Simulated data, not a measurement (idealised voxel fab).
Name of the process module below: voxel wiring stack
Cross-section cut spans 295 nm and uses square cells 5 nm in size.
How to read a cross-section here: the picture is a grid of square cells, written as bands going from the top down, and any band can span one or more rows of cells. What a band's entry tells you: where the top is and where the bottom is, as heights in nm, and after that what lies inside, material by material from left to right, each with its width in nm. Empty space is written as the word "air", and a single material marked with the word "full width" occupies the band from edge to edge. The reference from which all heights are counted is 0, the level beneath which the as-received wafer is entirely one material; the lowest band, having no lower bound, proceeds downward and is written after the example "0 nm and below". It should be noted that a width expressed as "30->40" varies in equal increments from row to row of cells within the band, taking the value of the first number at the top row and that of the second number at the bottom row. "nothing different" -> step changed no cross-section cell. "Listed closed voids" - sealed voids, min. 8 cells, no opening to top; format: width x height at distance (distance from left edge; nm throughout). The remark found on a step's line after its settings is issued by the simulator itself and pertains to that step. overlay nm, on a step with a mask: how far to the right of its planned place the mask lay; to the left if negative.
## plan
1) RECEIVE, material Si
2) CONFORMAL_DEP, material SiO2, thk nm 10
3) DIRECTIONAL_DEP, material TiN, thk nm 5
4) DIRECTIONAL_DEP, material Ru, thk nm 20
5) MASKED_ETCH, tone cover, mask id METAL_1, width nm 30, pitch nm 50, etch materials Ru, depth nm 20, overlay nm 0
6) MASKED_ETCH, tone cover, mask id METAL_1, width nm 30, pitch nm 50, etch materials TiN, depth nm 5, overlay nm 0
7) FILL_DEP, material SiO2, thk nm 5
8) CMP, height nm 35
9) CONFORMAL_DEP, material SiCN, thk nm 5
10) DIRECTIONAL_DEP, material lowk, thk nm 25
11) MASKED_ETCH, tone open, mask id METAL_2_HOLES, width nm 15, pitch nm 50, etch materials lowk, depth nm 25, overlay nm 0
12) MASKED_ETCH, tone open, mask id METAL_2, width nm 30, pitch nm 50, etch materials lowk, depth nm 15, overlay nm 0
13) MASKED_ETCH, tone open, mask id METAL_2, width nm 30, pitch nm 50, etch materials SiCN, depth nm 5, overlay nm 0
14) CONFORMAL_DEP, material TiN, thk nm 5
15) FILL_DEP, material Ru, thk nm 5
16) CMP, height nm 65
17) CONFORMAL_DEP, material SiCN, thk nm 5
18) DIRECTIONAL_DEP, material SiO2, thk nm 10
19) MASKED_ETCH, tone open, mask id PLUG_2, width nm 15, pitch nm 100, etch materials SiO2, depth nm 10, overlay nm 0
20) MASKED_ETCH, tone open, mask id PLUG_2, width nm 15, pitch nm 100, etch materials SiCN, depth nm 5, overlay nm 0
21) EPI, material Ru, thk nm 10
22) EPI, material Ru, thk nm 5
23) DIRECTIONAL_DEP, material TiN, thk nm 5
24) DIRECTIONAL_DEP, material W, thk nm 25
25) MASKED_ETCH, tone cover, mask id METAL_3, width nm 30, pitch nm 50, etch materials W, depth nm 25, overlay nm 0
26) MASKED_ETCH, tone cover, mask id METAL_3, width nm 30, pitch nm 50, etch materials TiN, depth nm 5, overlay nm 0
27) CONFORMAL_DEP, material SiCN, thk nm 5
28) FILL_DEP, material lowk, thk nm 5
29) CMP, height nm 110
30) CONFORMAL_DEP, material SiCN, thk nm 5
31) DIRECTIONAL_DEP, material SiO2, thk nm 25
32) DIRECTIONAL_DEP, material aC, thk nm 10
33) PATTERN, tone open, mask id METAL_4, material resist, width nm 30, pitch nm 50, thk nm 25, overlay nm 0
34) DIRECTIONAL_ETCH, etch materials aC, depth nm 10
35) STRIP, etch materials resist
36) DIRECTIONAL_ETCH, etch materials SiO2, depth nm 15
37) STRIP, etch materials aC
38) MASKED_ETCH, tone open, mask id METAL_4_HOLES, width nm 15, pitch nm 50, etch materials SiO2, depth nm 10, overlay nm 0
39) MASKED_ETCH, tone open, mask id METAL_4_HOLES, width nm 15, pitch nm 50, etch materials SiCN, depth nm 5, overlay nm 0
40) CONFORMAL_DEP, material TiN, thk nm 5
41) FILL_DEP, material Cu, thk nm 10
42) CMP, height nm 140
43) CONFORMAL_DEP, material SiN, thk nm 5
## Cross-sectional view of the wafer in its as-received condition, corresponding to the state after step 1
  0 nm and below | Si full width
  Listed closed voids: none
## Wafer cross-section at end of module: start and plan as shown above, one execution error
  145 nm to 140 nm | SiN full width
  140 nm to 130 nm | 55 of SiO2 | 5 of TiN | 20 of Cu | 5 of TiN | 20 of SiO2 | 5 of TiN | 20 of Cu | 5 of TiN | 20 of SiO2 | 5 of TiN | 20 of Cu | 5 of TiN | 20 of SiO2 | 5 of TiN | 20 of Cu | 5 of TiN | 60 of SiO2
  130 nm to 125 nm | 55 of SiO2 | 5 of TiN | 5 of Cu | 20 of TiN | 20 of SiO2 | 5 of TiN | 5 of Cu | 20 of TiN | 20 of SiO2 | 5 of TiN | 5 of Cu | 20 of TiN | 20 of SiO2 | 5 of TiN | 5 of Cu | 20 of TiN | 60 of SiO2
  125 nm to 115 nm | 55 of SiO2 | 5 of TiN | 5 of Cu | 5 of TiN | 35 of SiO2 | 5 of TiN | 5 of Cu | 5 of TiN | 35 of SiO2 | 5 of TiN | 5 of Cu | 5 of TiN | 35 of SiO2 | 5 of TiN | 5 of Cu | 5 of TiN | 75 of SiO2
  115 nm to 110 nm | 55 of SiCN | 15 of TiN | 35 of SiCN | 15 of TiN | 35 of SiCN | 15 of TiN | 35 of SiCN | 15 of TiN | 75 of SiCN
  110 nm to 95 nm | 50 of lowk | 5 of SiCN | 30 of W | 5 of SiCN | 10 of lowk | 5 of SiCN | 30 of W | 5 of SiCN | 10 of lowk | 5 of SiCN | 30 of W | 5 of SiCN | 10 of lowk | 5 of SiCN | 30 of W | 5 of SiCN | 55 of lowk
  95 nm to 90 nm | 55 of SiCN | 30 of W | 20 of SiCN | 30 of W | 20 of SiCN | 30 of W | 20 of SiCN | 30 of W | 60 of SiCN
  90 nm to 85 nm | 60 of Ru | 5 of W | 95 of Ru | 5 of W | 130 of Ru
  85 nm to 80 nm | 55 of TiN | 15 of Ru | 85 of TiN | 15 of Ru | 125 of TiN
  80 nm to 75 nm | 55 of SiO2 | 15 of TiN | 85 of SiO2 | 15 of TiN | 125 of SiO2
  75 nm to 70 nm | 55 of SiO2 | 15 of Ru | 85 of SiO2 | 15 of Ru | 125 of SiO2
  70 nm to 65 nm | 55 of SiCN | 15 of Ru | 85 of SiCN | 15 of Ru | 125 of SiCN
  65 nm to 55 nm | 55 of lowk | 5 of TiN | 20 of Ru | 5 of TiN | 20 of lowk | 5 of TiN | 20 of Ru | 5 of TiN | 20 of lowk | 5 of TiN | 20 of Ru | 5 of TiN | 20 of lowk | 5 of TiN | 20 of Ru | 5 of TiN | 60 of lowk
  55 nm to 50 nm | 55 of lowk | 5 of TiN | 5 of Ru | 20 of TiN | 20 of lowk | 5 of TiN | 5 of Ru | 20 of TiN | 20 of lowk | 5 of TiN | 5 of Ru | 20 of TiN | 20 of lowk | 5 of TiN | 5 of Ru | 20 of TiN | 60 of lowk
  50 nm to 40 nm | 55 of lowk | 5 of TiN | 5 of Ru | 5 of TiN | 35 of lowk | 5 of TiN | 5 of Ru | 5 of TiN | 35 of lowk | 5 of TiN | 5 of Ru | 5 of TiN | 35 of lowk | 5 of TiN | 5 of Ru | 5 of TiN | 75 of lowk
  40 nm to 35 nm | 55 of SiCN | 15 of TiN | 35 of SiCN | 15 of TiN | 35 of SiCN | 15 of TiN | 35 of SiCN | 15 of TiN | 75 of SiCN
  35 nm to 15 nm | 55 of SiO2 | 30 of Ru | 20 of SiO2 | 30 of Ru | 20 of SiO2 | 30 of Ru | 20 of SiO2 | 30 of Ru | 60 of SiO2
  15 nm to 10 nm | 55 of SiO2 | 30 of TiN | 20 of SiO2 | 30 of TiN | 20 of SiO2 | 30 of TiN | 20 of SiO2 | 30 of TiN | 60 of SiO2
  10 nm to 0 nm | SiO2 full width
  0 nm and below | Si full width
  Listed closed voids: none
Error vs. plan: plan steps 22 and 23 run swapped
